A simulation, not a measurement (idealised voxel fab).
Module name: voxel self aligned contacts (process module)
Cross-section cut spans 200 nm and uses square cells 5 nm in size.
Bands, listed from the top down, are how a cross-section gets written in this document; the cross-section itself is a grid of square cells, and a band is one or more rows of them. Basically the band line says how high the top is and how high the bottom is, in nm, and then what's in it from left to right, every material with its width in nm. Empty space shows up as "air", and if a single material carries "all across" it runs the full band edge to edge. A quick word on heights: they are counted from 0, and under that level the wafer as it came to us is one material throughout. The lowest band is different from the rest in having no bottom; it simply continues downward, written as in "0 -> down". Width: "30 to 40" (first number = top row, second number = bottom row, same change from row to row of cells). "no alterations made" for a step: no cell of the cross-section changed in that step. You'll see "Cavities, closed" listing empty spaces that have no way open to the top, as long as they're 8 cells or more; the notation is width x height at distance, where the distance is from the left edge, and all of it is in nm. Past the settings on a step's line: simulator remark, on that step. Each step line may optionally specify "overlay nm", which for a step with a mask gives the rightward distance between the mask's planned place and where it lay, a negative value indicating the leftward direction.

## The steps planned for the process are as follows
1,RECEIVE with material Si
2,OXIDIZE with depth nm 5
3,DIRECTIONAL_DEP with material polySi, thk nm 20
4,DIRECTIONAL_DEP with material SiN, thk nm 25
5,PATTERN with tone cover, mask id GATE, material resist, width nm 30, pitch nm 70, thk nm 20, overlay nm 0
6,DIRECTIONAL_ETCH with etch materials SiN, depth nm 25
7,DIRECTIONAL_ETCH with etch materials polySi, depth nm 20
8,STRIP with etch materials resist
9,CONFORMAL_DEP with material SiN, thk nm 10
10,DIRECTIONAL_ETCH with etch materials SiN, depth nm 10
11,FILL_DEP with material SiO2, thk nm 15
12,CMP with height nm 50
13,MASKED_ETCH with tone open, mask id CONTACT, width nm 50, pitch nm 70, etch materials SiO2, depth nm 55, overlay nm 0
14,CONFORMAL_DEP with material TiN, thk nm 5
15,FILL_DEP with material W, thk nm 5
16,CMP with height nm 50
17,CONFORMAL_DEP with material SiCN, thk nm 5

## Wafer cross-section on receipt, i.e. after step 1
  0 -> down  Si all across
  Cavities, closed: none

## Cross-sectional view of the first of the two wafers upon completion of the module, processed in accordance with the plan
  55 -> 50  SiCN all across
  50 -> 45  SiO2: 40 / TiN: 20 / W: 10 / TiN: 20 / SiO2: 20 / TiN: 20 / W: 10 / TiN: 20 / SiO2: 40
  45 -> 20  SiO2: 5 / SiN: 50 / TiN: 5 / W: 10 / TiN: 5 / SiN: 50 / TiN: 5 / W: 10 / TiN: 5 / SiN: 50 / SiO2: 5
  20 -> 0  SiO2: 5 / SiN: 10 / polySi: 30 / SiN: 10 / TiN: 5 / W: 10 / TiN: 5 / SiN: 10 / polySi: 30 / SiN: 10 / TiN: 5 / W: 10 / TiN: 5 / SiN: 10 / polySi: 30 / SiN: 10 / SiO2: 5
  0 -> -5  SiO2: 55 / TiN: 20 / SiO2: 50 / TiN: 20 / SiO2: 55
  -5 -> down  Si all across
  Cavities, closed: none

## Same start, same plan as the first wafer - but one mistake in the run. Cross-section of the second of the two at the end of the module
  55 -> 50  SiCN all across
  50 -> 45  TiN: 40 / SiO2: 50 / TiN: 20 / SiO2: 50 / TiN: 40
  45 -> 20  TiN: 5 / SiN: 50 / SiO2: 20 / SiN: 50 / SiO2: 20 / SiN: 50 / TiN: 5
  20 -> 0  TiN: 5 / SiN: 10 / polySi: 30 / SiN: 10 / SiO2: 20 / SiN: 10 / polySi: 30 / SiN: 10 / SiO2: 20 / SiN: 10 / polySi: 30 / SiN: 10 / TiN: 5
  0 -> -5  TiN: 5 / SiO2: 190 / TiN: 5
  -5 -> down  Si all across
  Cavities, closed: none
Run error: the process deviated at step 13: the operation and settings actually run there were MASKED_ETCH with tone cover, mask id CONTACT, width nm 50, pitch nm 70, etch materials SiO2, depth nm 55, overlay nm 0
The closing comparison, in cells, has the second wafer with more or fewer of some materials than the first: SiO2: 60 more; TiN: 20 fewer; W: 40 fewer
